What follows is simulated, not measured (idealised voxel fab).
The process module that follows is named voxel local oxidation.
The width of the displayed cross-section, cut, is 230 nm; its cells are square, with a size of 5 nm.
A cross-section in this document is a grid of square cells, and it is written down as bands, the top band listed before the ones below it; a band is made up of one or more rows of cells. Look at the band entry: it leads with the top's height and the bottom's height in nm. Then it lists the materials left to right, with a width in nm for each. The word "everywhere" on a single material says that material fills the band edge to edge. The word "blank" is empty space. Heights are measured from 0, the level below which the as-received wafer is all one material; the lowest band has no bottom and continues downward, written as in "0 -> down". When a width is written as two numbers, as in "30->40", the first number is the width in the top row of cells of the band and the second is the width in its bottom row, and the width changes by the same amount from each row to the next. For the purposes of this document, the phrase "changes: none" attached to a step denotes that no cell within the cross-section was modified by that step. This entry, "Fully sealed voids", enumerates those empty regions of no fewer than 8 cells that possess no open connection to the top. Each region is reported in the form width x height at distance, the distance being taken from the left edge, with all three quantities expressed in nm. Text after the settings on a step's line: the simulator's own remark on that step. Regarding "overlay nm": on a step with a mask, it is the distance the mask lay to the right of its planned place; a negative value places it to the left.
Process steps foreseen in the plan
| 1 | RECEIVE with material Si |
| 2 | CONFORMAL_DEP with material SiO2, thk nm 5 |
| 3 | CONFORMAL_DEP with material SiN, thk nm 15 |
| 4 | DIRECTIONAL_DEP with material aC, thk nm 15 |
| 5 | PATTERN with tone cover, mask id ACTIVE, material resist, width nm 110, thk nm 30, overlay nm 0 |
| 6 | DIRECTIONAL_ETCH with etch materials aC, depth nm 15 |
| 7 | STRIP with etch materials resist |
| 8 | DIRECTIONAL_ETCH with etch materials SiN, depth nm 15 |
| 9 | STRIP with etch materials aC |
| 10 | SELECTIVE_ETCH with etch materials SiO2, depth nm 5 |
| 11 | OXIDIZE with depth nm 15 |
| 12 | STRIP with etch materials SiN |
Heads up: all these wafers start the same, and what changes between them is the width nm in step 5. The value you see in the plan is just what the first wafer got.
Here's the first of the wafers in cross-section, just as we got it, i.e. after step 1
* 0 -> down  Si everywhere
* Fully sealed voids: none
Note: the following table is arranged by wafer, a row apiece. Each row reports the end-of-module state: per material, cells gained (+) or cells lost (-) compared with the wafer as received; closed voids follow
width nm 110, -96 Si, +116 SiO2, Fully sealed voids: none
width nm 115, -93 Si, +114 SiO2, Fully sealed voids: none
width nm 120, -90 Si, +112 SiO2, Fully sealed voids: none
width nm 125, -87 Si, +110 SiO2, Fully sealed voids: none
width nm 130, -84 Si, +108 SiO2, Fully sealed voids: none
width nm 135, -81 Si, +106 SiO2, Fully sealed voids: none
